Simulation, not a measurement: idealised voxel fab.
You're looking at the process module voxel released beams.
cross-section cut | 285 nm wide | cells 5 nm
When this document writes out a cross-section, it uses a grid of square cells and lists it as bands, beginning at the top and moving down, with a band standing for one or more rows of cells.
Per band: top height and bottom height in nm, followed by the left-to-right materials and their widths in nm; "all across" marks a single material spanning edge to edge, "air" marks empty space.
The reference from which all heights are counted is 0, the level beneath which the as-received wafer is entirely one material; the lowest band, having no lower bound, proceeds downward and is written after the example "0 -> down".
A width given as "30..40" starts at the first number in the band's top row and ends at the second number in its bottom row, shifting by an equal amount at every step from row to row.
"all unchanged" after a step means that no cell of the cross-section changed.
Entry "Voids, enclosed". Content: empty spaces with no open connection to the top, size 8 cells or greater. Each: width x height at distance. Distance: from left edge. Unit: nm.
Anything after a step's settings on that line? It's the simulator's own note about the step.
overlay nm: where the mask lay relative to plan, measured to the right, on steps with a mask; negatives go left.
PLANNED PROCESS STEPS
1) RECEIVE,material Si
2) CONFORMAL_DEP,material SiN,thk nm 10
3) DIRECTIONAL_DEP,material SiO2,thk nm 10
4) MASKED_ETCH,tone open,mask id ANCHOR,width nm 30,etch materials SiO2,depth nm 10,overlay nm 0
5) CONFORMAL_DEP,material polySi,thk nm 10
6) DIRECTIONAL_DEP,material aC,thk nm 15
7) PATTERN,tone cover,mask id BEAM,material resist,width nm 110,thk nm 30,overlay nm 0
8) DIRECTIONAL_ETCH,etch materials aC,depth nm 15
9) STRIP,etch materials resist
10) DIRECTIONAL_ETCH,etch materials polySi,depth nm 10
11) STRIP,etch materials aC
12) STRIP,etch materials SiO2
CROSS-SECTION, INCOMING MATERIAL, AFTER STEP 1
- 0 -> down  Si all across
- Voids, enclosed: none
WHAT THE WAFER LOOKS LIKE IN CROSS-SECTION AFTER THIS MODULE, WHEN IT STARTS AS SHOWN ABOVE AND FOLLOWS THE PLAN ABOVE BUT ONE MISTAKE IS MADE IN RUNNING IT
- 30 -> 20  air=85 / polySi=110 / air=90
- 20 -> 10  SiN all across
- 10 -> 0  SiO2 all across
- 0 -> down  Si all across
- Voids, enclosed: none
Want to know what went wrong? step 2 ran in the slot meant for step 3, and vice versa
